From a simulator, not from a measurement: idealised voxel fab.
Process module, titled voxel lift off
For reference, the cross-section in this document is cut, with width 205 nm and square cells of 5 nm.
Cross-section format: a grid of square cells, given as bands from top to bottom; each band is one or more rows of cells.
It is stipulated that each band's entry specify, in nanometres, the height of the top of the band and then that of its bottom, followed by the materials of the band in left-to-right sequence, each together with its width in nanometres. A single material marked by the word "all across" is understood to fill the band from edge to edge; the word "air" is understood to denote empty space.
It should be noted that heights are counted from 0, beneath which the wafer as supplied is of one material throughout, and that the lowest band possesses no lower boundary but continues downward, as written in "0 and below".
A two-number width, for instance "30->40", indicates that the width is equal to the first number in the top row of the band and to the second number in the bottom row, and that it changes by a constant amount per row of cells.
Step marked "remains unaltered"? Then no cell in the cross-section changed in it.
"Fully closed voids" contains a list of empty spaces, each no smaller than 8 cells and without an open way to the top, written in the form width x height at distance with the distance from the left edge and all three in nm.
Past the settings on a step's line: simulator remark, on that step.
A step line may carry the setting "overlay nm", which, for steps involving a mask, states the distance by which the mask lay to the right of its intended position; negative values denote displacement to the left.
Planned step list for the process:
1,RECEIVE: material Si
2,CONFORMAL_DEP: material Al2O3, thk nm 15
3,PATTERN: tone open, mask id LINES, material resist, width nm 25, pitch nm 50, thk nm 20, overlay nm 0
4,DIRECTIONAL_DEP: material Ru, thk nm 5
5,STRIP: etch materials resist
6,CONFORMAL_DEP: material SiN, thk nm 10
First wafer, as planned:
Cross-sectional view of the wafer in its as-received condition, corresponding to the state after step 1:
  0 and below = Si all across
  Fully closed voids: none
After step 2:
  15 down to 0 = Al2O3 all across
  Whatever lies below 0 is exactly as it was before.
After step 3:
  35 down to 15 = resist 65 nm; air 25 nm; resist 25 nm; air 25 nm; resist 65 nm
  Whatever lies below 15 is exactly as it was before.
After step 4:
  40 down to 35 = Ru 65 nm; air 25 nm; Ru 25 nm; air 25 nm; Ru 65 nm
  35 down to 20 = resist 65 nm; air 25 nm; resist 25 nm; air 25 nm; resist 65 nm
  20 down to 15 = resist 65 nm; Ru 25 nm; resist 25 nm; Ru 25 nm; resist 65 nm
  Whatever lies below 15 is exactly as it was before.
After step 5:
  20 down to 15 = air 65 nm; Ru 25 nm; air 25 nm; Ru 25 nm; air 65 nm
  Whatever lies below 15 is exactly as it was before.
After step 6:
  30 down to 25 = air 55 nm; SiN 45 nm; air 5 nm; SiN 45 nm; air 55 nm
  25 down to 20 = SiN all across
  20 down to 15 = SiN 65 nm; Ru 25 nm; SiN 25 nm; Ru 25 nm; SiN 65 nm
  Whatever lies below 15 is exactly as it was before.
Second wafer. Start and plan as for the first. One mistake made in running. Agrees with the first up to and including step 5:
Planned end of step 6: second wafer, cross-section: remains unaltered
Want to know what went wrong? plan step 6 skipped
at the end the second wafer has, in cells: SiN: 90 fewer
